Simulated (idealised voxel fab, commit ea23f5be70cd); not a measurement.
process module | voxel trench capacitor
cross-section cut | 240 nm wide | cells 5 nm
A cross-section is a grid of square cells, given in bands from the top down. A band is one or more rows of cells.
Each band's line starts with the height of the band's top and of its bottom, in nm. Then come its materials from left to right, each with its width in nm. One material with "throughout" fills the band from edge to edge. "air" is empty space.
Height 0 is the level under which the wafer as received is all one material. The lowest band goes on downwards, as in "0 down".
A width such as "30 to 40" changes by the same amount from each row of cells to the next, from the band's top row to its bottom row.
"no change" after a step means that no cell of the cross-section changed.
closed voids: empty space of 8 cells or more with no open way to the top, each as width x height at its distance from the left edge, in nm
after a step's settings: what the simulator itself notes on the step
overlay nm, on a step with a mask: how far to the right of its planned place the mask lay; to the left if negative
plan
1 op RECEIVE | material Si
2 op CONFORMAL_DEP | material SiN | thk nm 5
3 op PATTERN | tone open | mask id TRENCH | material resist | width nm 25 | pitch nm 40 | thk nm 15 | overlay nm 0
4 op DIRECTIONAL_ETCH | etch materials SiN | depth nm 5
5 op DIRECTIONAL_ETCH | etch materials Si | depth nm 40
6 op STRIP | etch materials resist
7 op CONFORMAL_DEP | material Al2O3 | thk nm 5
8 op CONFORMAL_DEP | material TiN | thk nm 5
9 op FILL_DEP | material W | thk nm 5
10 op CMP | height nm 5
as received, after step 1
  0 down: Si throughout
  closed voids: none
a wafer at the end: this start, this plan, one mistake
  5 to 0: SiN 40 | Al2O3 5 | TiN 5 | W 5 | TiN 5 | Al2O3 5 | SiN 15 | Al2O3 5 | TiN 5 | W 5 | TiN 5 | Al2O3 5 | SiN 15 | Al2O3 5 | TiN 5 | W 5 | TiN 5 | Al2O3 5 | SiN 15 | Al2O3 5 | TiN 5 | W 5 | TiN 5 | Al2O3 5 | SiN 55
  0 to -30: Si 40 | Al2O3 5 | TiN 5 | W 5 | TiN 5 | Al2O3 5 | Si 15 | Al2O3 5 | TiN 5 | W 5 | TiN 5 | Al2O3 5 | Si 15 | Al2O3 5 | TiN 5 | W 5 | TiN 5 | Al2O3 5 | Si 15 | Al2O3 5 | TiN 5 | W 5 | TiN 5 | Al2O3 5 | Si 55
  -30 to -35: Si 40 | Al2O3 5 | TiN 15 | Al2O3 5 | Si 15 | Al2O3 5 | TiN 15 | Al2O3 5 | Si 15 | Al2O3 5 | TiN 15 | Al2O3 5 | Si 15 | Al2O3 5 | TiN 15 | Al2O3 5 | Si 55
  -35 to -40: Si 40 | Al2O3 25 | Si 15 | Al2O3 25 | Si 15 | Al2O3 25 | Si 15 | Al2O3 25 | Si 55
  -40 down: Si throughout
  closed voids: none
what went wrong: step 3 ran as: op PATTERN | tone open | mask id TRENCH | material resist | width nm 25 | pitch nm 40 | thk nm 15 | overlay nm -5
